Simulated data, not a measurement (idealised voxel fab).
process module | voxel double patterning
cross-section cut | 155 nm wide | cells 5 nm
A cross-section is a grid of square cells, given in bands from the top down. A band is one or more rows of cells.
Each band's line starts with the height of the band's top and of its bottom, in nm. Then come its materials from left to right, each with its width in nm. One material with "throughout" fills the band from edge to edge. "air" is empty space.
Height 0 is the level under which the wafer as received is all one material. The lowest band goes on downwards, as in "0 down".
A width such as "30 to 40" changes by the same amount from each row of cells to the next, from the band's top row to its bottom row.
"no change" after a step means that no cell of the cross-section changed.
closed voids: empty space of 8 cells or more with no open way to the top, each as width x height at its distance from the left edge, in nm
after a step's settings: what the simulator itself notes on the step
overlay nm, on a step with a mask: how far to the right of its planned place the mask lay; to the left if negative
plan
1 op RECEIVE | material Si
2 op CONFORMAL_DEP | material SiO2 | thk nm 5
3 op DIRECTIONAL_DEP | material polySi | thk nm 10
4 op DIRECTIONAL_DEP | material SiN | thk nm 10
5 op MASKED_ETCH | tone open | mask id FIRST | width nm 15 | pitch nm 50 | etch materials SiN | depth nm 10 | overlay nm 0
6 op PATTERN | tone open | mask id SECOND | material resist | width nm 15 | pitch nm 50 | thk nm 15 | overlay nm 0
7 op DIRECTIONAL_ETCH | etch materials SiN | depth nm 10
8 op STRIP | etch materials resist
9 op DIRECTIONAL_ETCH | etch materials polySi | depth nm 10
10 op STRIP | etch materials SiN
as received, after step 1
  0 down: Si throughout
  closed voids: none
first wafer at the end, as planned
  15 to 5: polySi 20 | air 15 | polySi 10 | air 15 | polySi 10 | air 15 | polySi 10 | air 15 | polySi 10 | air 15 | polySi 20
  5 to 0: SiO2 throughout
  0 down: Si throughout
  closed voids: none
second wafer at the end: like start, like plan, one mistake
  15 to 10: SiO2 throughout
  10 to 0: polySi throughout
  0 down: Si throughout
  closed voids: none
what went wrong: steps 2 and 3 were swapped
at the end the second wafer has, in cells: 30 more of polySi
